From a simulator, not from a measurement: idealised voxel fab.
The process module that follows is named voxel double patterning.
Section cut is 195 nm wide and gridded with 5 nm square cells.
This document writes a cross-section as a grid whose cells are square, and gives it as bands, listed from the top down; one or more rows of cells form a band. Basically the band line says how high the top is and how high the bottom is, in nm, and then what's in it from left to right, every material with its width in nm. Empty space shows up as "air", and if a single material carries "full width" it runs the full band edge to edge. Height reference: 0 = level under which incoming wafer is all one material. Lowest band: no bottom, runs on downward, e.g. "0 -> down". Per-row width for "30..40": begins at first number (top row of band), ends at second number (bottom row), increment between rows held constant. It should be understood that the words "no modification", when stated for a given step, signify that the cross-section underwent no change in any of its cells during that step. If an empty space has no open way to the top and is at least 8 cells in size, "Closed cavity list" lists it, written width x height at distance, where distance is measured from the left edge and every value is in nm. If you see something after the settings on a step's line, that's the simulator's own remark about that step. overlay nm: where the mask lay relative to plan, measured to the right, on steps with a mask; negatives go left.

STEPS PLANNED FOR THE PROCESS
1,RECEIVE: material Si
2,CONFORMAL_DEP: material SiO2, thk nm 5
3,DIRECTIONAL_DEP: material polySi, thk nm 10
4,DIRECTIONAL_DEP: material SiCN, thk nm 10
5,MASKED_ETCH: tone open, mask id FIRST, width nm 15, pitch nm 50, etch materials SiCN, depth nm 10, overlay nm 0
6,PATTERN: tone open, mask id SECOND, material resist, width nm 15, thk nm 15, overlay nm 0
7,DIRECTIONAL_ETCH: etch materials SiCN, depth nm 10
8,STRIP: etch materials resist
9,DIRECTIONAL_ETCH: etch materials polySi, depth nm 10
10,STRIP: etch materials SiCN

RUN AS PLANNED: FIRST OF TWO WAFERS

WAFER AS RECEIVED: CROSS-SECTION FOLLOWING STEP 1
  0 -> down  Si full width
  Closed cavity list: none

PRESENTED HERE IS A CROSS-SECTION OF THE WAFER AFTER STEP 2 HAS BEEN PERFORMED
  5 -> 0  SiO2 full width
  Whatever lies below 0 is exactly as it was before.

PRESENTED HERE IS A CROSS-SECTION OF THE WAFER AFTER STEP 3 HAS BEEN PERFORMED
  15 -> 5  polySi full width
  Whatever lies below 5 is exactly as it was before.

PRESENTED HERE IS A CROSS-SECTION OF THE WAFER AFTER STEP 4 HAS BEEN PERFORMED
  25 -> 15  SiCN full width
  Whatever lies below 15 is exactly as it was before.

PRESENTED HERE IS A CROSS-SECTION OF THE WAFER AFTER STEP 5 HAS BEEN PERFORMED
  25 -> 15  SiCN 65, air 15, SiCN 35, air 15, SiCN 65
  Whatever lies below 15 is exactly as it was before.

PRESENTED HERE IS A CROSS-SECTION OF THE WAFER AFTER STEP 6 HAS BEEN PERFORMED
  40 -> 25  resist 90, air 15, resist 90
  25 -> 15  SiCN 65, resist 15, SiCN 35, resist 15, SiCN 65
  Whatever lies below 15 is exactly as it was before.

PRESENTED HERE IS A CROSS-SECTION OF THE WAFER AFTER STEP 7 HAS BEEN PERFORMED
  40 -> 25  resist 90, air 15, resist 90
  25 -> 15  SiCN 65, resist 15, SiCN 10, air 15, SiCN 10, resist 15, SiCN 65
  Whatever lies below 15 is exactly as it was before.

PRESENTED HERE IS A CROSS-SECTION OF THE WAFER AFTER STEP 8 HAS BEEN PERFORMED
  25 -> 15  SiCN 65, air 15, SiCN 10, air 15, SiCN 10, air 15, SiCN 65
  Whatever lies below 15 is exactly as it was before.

PRESENTED HERE IS A CROSS-SECTION OF THE WAFER AFTER STEP 9 HAS BEEN PERFORMED
  25 -> 15  SiCN 65, air 15, SiCN 10, air 15, SiCN 10, air 15, SiCN 65
  15 -> 5  polySi 65, air 15, polySi 10, air 15, polySi 10, air 15, polySi 65
  Whatever lies below 5 is exactly as it was before.

PRESENTED HERE IS A CROSS-SECTION OF THE WAFER AFTER STEP 10 HAS BEEN PERFORMED
  15 -> 5  polySi 65, air 15, polySi 10, air 15, polySi 10, air 15, polySi 65
  Whatever lies below 5 is exactly as it was before.

REGARDING THE SECOND OF THE TWO WAFERS: IT SHARED THE FIRST WAFER'S STARTING CONDITION AND PROCESS PLAN, YET ONE ERROR OCCURRED DURING ITS EXECUTION. ITS HISTORY COINCIDES WITH THAT OF THE FIRST WAFER UP TO AND INCLUDING STEP 2

WHAT THE SECOND WAFER LOOKS LIKE IN CROSS-SECTION WHEN STEP 3 SHOULD HAVE WRAPPED UP
  15 -> 0  SiO2 full width
  Whatever lies below 0 is exactly as it was before.

WHAT THE SECOND WAFER LOOKS LIKE IN CROSS-SECTION WHEN STEP 4 SHOULD HAVE WRAPPED UP
  25 -> 15  SiCN full width
  Whatever lies below 15 is exactly as it was before.

WHAT THE SECOND WAFER LOOKS LIKE IN CROSS-SECTION WHEN STEP 5 SHOULD HAVE WRAPPED UP
  25 -> 15  SiCN 65, air 15, SiCN 35, air 15, SiCN 65
  Whatever lies below 15 is exactly as it was before.

WHAT THE SECOND WAFER LOOKS LIKE IN CROSS-SECTION WHEN STEP 6 SHOULD HAVE WRAPPED UP
  40 -> 25  resist 90, air 15, resist 90
  25 -> 15  SiCN 65, resist 15, SiCN 35, resist 15, SiCN 65
  Whatever lies below 15 is exactly as it was before.

WHAT THE SECOND WAFER LOOKS LIKE IN CROSS-SECTION WHEN STEP 7 SHOULD HAVE WRAPPED UP
  40 -> 25  resist 90, air 15, resist 90
  25 -> 15  SiCN 65, resist 15, SiCN 10, air 15, SiCN 10, resist 15, SiCN 65
  Whatever lies below 15 is exactly as it was before.

WHAT THE SECOND WAFER LOOKS LIKE IN CROSS-SECTION WHEN STEP 8 SHOULD HAVE WRAPPED UP
  25 -> 15  SiCN 65, air 15, SiCN 10, air 15, SiCN 10, air 15, SiCN 65
  Whatever lies below 15 is exactly as it was before.

What the second wafer looks like in cross-section when step 9 should have wrapped up: no modification

WHAT THE SECOND WAFER LOOKS LIKE IN CROSS-SECTION WHEN STEP 10 SHOULD HAVE WRAPPED UP
  15 -> 0  SiO2 full width
  Whatever lies below 0 is exactly as it was before.
Deviation from plan: step 3 went in with a setting other than planned; the actual run was DIRECTIONAL_DEP: material SiO2, thk nm 10
Per the end-of-run cell counts, the second wafer holds more or fewer of some materials than the first: +78 SiO2; -60 polySi
